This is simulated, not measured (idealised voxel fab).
Title: Process Module voxel released beams
The figure presents cross-section cut, which has a width of 255 nm and is divided into square cells with an edge length of 5 nm.
A cross-section in this document is a grid of square cells, and it is written down as bands, the top band listed before the ones below it; a band is made up of one or more rows of cells.
Band: top and bottom heights (nm) first, top before bottom; then materials from left to right, widths in nm. "full width" marks a sole material filling the band edge to edge. "empty" denotes empty space.
Heights are expressed relative to 0, this being the level below which the as-received wafer comprises one material exclusively. The lowest band is unbounded in the downward direction and is denoted as in "0 down".
So if you see something like "30..40" for the width, read it as the top row of the band sitting at the first number and the bottom row at the second, with every row in between moving by the same amount as the last.
Step marked "changes: none"? Then no cell in the cross-section changed in it.
The entry "Completely sealed voids" lists the empty spaces that cover at least 8 cells and have no open path to the top. Each is written as width x height at distance, where the distance is measured from the left edge and all three values are in nm.
Heads up: the bit after the settings on a step's line is the simulator's remark on that step.
"overlay nm" on a masked step: distance the mask lay right of its planned place, negative for left.

### Process steps (planned)
1: RECEIVE: material Si
2: CONFORMAL_DEP: material Al2O3, thk nm 5
3: DIRECTIONAL_DEP: material SiO2, thk nm 20
4: PATTERN: tone open, mask id ANCHOR, material resist, width nm 35, thk nm 20, overlay nm 0
5: DIRECTIONAL_ETCH: etch materials SiO2, depth nm 20
6: STRIP: etch materials resist
7: CONFORMAL_DEP: material SiN, thk nm 15
8: MASKED_ETCH: tone cover, mask id BEAM, width nm 120, etch materials SiN, depth nm 15, overlay nm 0
9: STRIP: etch materials SiO2

### Wafer as received: cross-section following step 1
0 down | Si full width
Completely sealed voids: none

### Run as planned - first of the two wafers cross-sectioned at the end of the module
40 to 25 | empty 65 nm, SiN 20 nm, empty 5 nm, SiN 95 nm, empty 70 nm
25 to 20 | empty 70 nm, SiN 15 nm, empty 5 nm, SiN 15 nm, empty 150 nm
20 to 5 | empty 70 nm, SiN 35 nm, empty 150 nm
5 to 0 | Al2O3 full width
0 down | Si full width
Completely sealed voids: none

### End of module, second wafer, cross-section. Started like the first, planned like the first, run with one mistake
40 to 25 | empty 65 nm, SiN 120 nm, empty 70 nm
25 to 5 | empty 75 nm, SiN 25 nm, empty 155 nm
5 to 0 | Al2O3 full width
0 down | Si full width
Completely sealed voids: none
Want to know what went wrong? step 4 was not run as planned; what actually ran was PATTERN: tone open, mask id ANCHOR, material resist, width nm 25, thk nm 20, overlay nm 0
Looking at both finished wafers in cells, the second ends up ahead of or behind the first on some materials: SiN: 4 fewer
